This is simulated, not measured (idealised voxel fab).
process module | voxel capacitor over wiring
This is section cut - it's 275 nm across, gridded in 5 nm square cells.
Cross-section layout: square cells on a grid; listed as bands, top to bottom; a band spans one or more cell rows. For a band, the entry starts with two heights in nm, that of the top and then that of the bottom, and carries on with the band's materials in order from left to right, each alongside its width in nm; the word "full width" beside a single material means it fills the band edge to edge, and "air" means empty space. The reference from which all heights are counted is 0, the level beneath which the as-received wafer is entirely one material; the lowest band, having no lower bound, proceeds downward and is written after the example "0 nm and below". Think of "30->40" as a width that walks from the first number to the second as you go down the band, top row to bottom row, taking equal-sized steps from row to row. For the purposes of this document, the phrase "identical to before" attached to a step denotes that no cell within the cross-section was modified by that step. Listed in "Closed void entries": every empty space of 8 or more cells without an open way to the top. Form: width x height at distance, the distance being from the left edge, all in nm. The remark found on a step's line after its settings is issued by the simulator itself and pertains to that step. You can add "overlay nm" to a step's line. For a step with a mask, it describes how far the mask lay to the right of its planned position, and a negative number describes a lay to the left.

# Set out below are the planned steps of the process
1,op RECEIVE | material Si
2,op CONFORMAL_DEP | material SiO2 | thk nm 15
3,op DIRECTIONAL_DEP | material TiN | thk nm 5
4,op DIRECTIONAL_DEP | material W | thk nm 15
5,op MASKED_ETCH | tone cover | mask id METAL_1 | width nm 30 | pitch nm 100 | etch materials W | depth nm 15 | overlay nm 0
6,op MASKED_ETCH | tone cover | mask id METAL_1 | width nm 30 | pitch nm 100 | etch materials TiN | depth nm 5 | overlay nm 0
7,op FILL_DEP | material SiO2 | thk nm 10
8,op CMP | height nm 35
9,op CONFORMAL_DEP | material SiCN | thk nm 5
10,op DIRECTIONAL_DEP | material lowk | thk nm 10
11,op PATTERN | tone open | mask id PLUG_1 | material resist | width nm 15 | thk nm 15 | overlay nm 0
12,op DIRECTIONAL_ETCH | etch materials lowk | depth nm 10
13,op DIRECTIONAL_ETCH | etch materials SiCN | depth nm 5
14,op STRIP | etch materials resist
15,op EPI | material Ru | thk nm 10
16,op EPI | material Ru | thk nm 5
17,op DIRECTIONAL_DEP | material TiN | thk nm 10
18,op DIRECTIONAL_DEP | material SiN | thk nm 5
19,op DIRECTIONAL_DEP | material TiN | thk nm 5
20,op DIRECTIONAL_DEP | material aC | thk nm 10
21,op PATTERN | tone cover | mask id UPPER_PLATE | material resist | width nm 75 | thk nm 25 | overlay nm 0
22,op DIRECTIONAL_ETCH | etch materials aC | depth nm 10
23,op STRIP | etch materials resist
24,op DIRECTIONAL_ETCH | etch materials TiN | depth nm 5
25,op DIRECTIONAL_ETCH | etch materials SiN | depth nm 5
26,op STRIP | etch materials aC
27,op MASKED_ETCH | tone cover | mask id LOWER_PLATE | width nm 85 | etch materials TiN | depth nm 10 | overlay nm 0
28,op FILL_DEP | material SiO2 | thk nm 20
29,op CMP | height nm 85
30,op MASKED_ETCH | tone open | mask id PLUG_2 | width nm 15 | etch materials SiO2 | depth nm 15 | overlay nm 0
31,op CONFORMAL_DEP | material TiN | thk nm 5
32,op FILL_DEP | material Ru | thk nm 5
33,op CMP | height nm 85
34,op CONFORMAL_DEP | material SiN | thk nm 5

# As-received state of the wafer in cross-section, equivalent to post-step 1
- 0 nm and below = Si full width
- Closed void entries: none

# Figure: cross-sectional view of the wafer upon completion of the module, processed from the initial state and according to the plan depicted above, with one error introduced during execution
- 90 nm to 85 nm = SiN full width
- 85 nm to 75 nm = 95 nm SiO2; 5 nm TiN; 5 nm Ru; 5 nm TiN; 165 nm SiO2
- 75 nm to 65 nm = 95->85 nm SiO2; 15->70 nm TiN; 165->120 nm SiO2
- 65 nm to 60 nm = 85 nm SiO2; 75 nm SiN; 115 nm SiO2
- 60 nm to 50 nm = 70 nm SiO2; 90 nm TiN; 115 nm SiO2
- 50 nm to 40 nm = 85 nm lowk; 15 nm Ru; 175 nm lowk
- 40 nm to 35 nm = 85 nm SiCN; 15 nm Ru; 175 nm SiCN
- 35 nm to 20 nm = 70 nm SiO2; 30 nm W; 70 nm SiO2; 30 nm W; 75 nm SiO2
- 20 nm to 15 nm = 70 nm SiO2; 30 nm TiN; 70 nm SiO2; 30 nm TiN; 75 nm SiO2
- 15 nm to 0 nm = SiO2 full width
- 0 nm and below = Si full width
- Closed void entries: none
In executing the process, a mistake was made relative to the plan: step 27 deviated from plan and actually ran as op MASKED_ETCH | tone cover | mask id LOWER_PLATE | width nm 85 | etch materials TiN | depth nm 10 | overlay nm -10
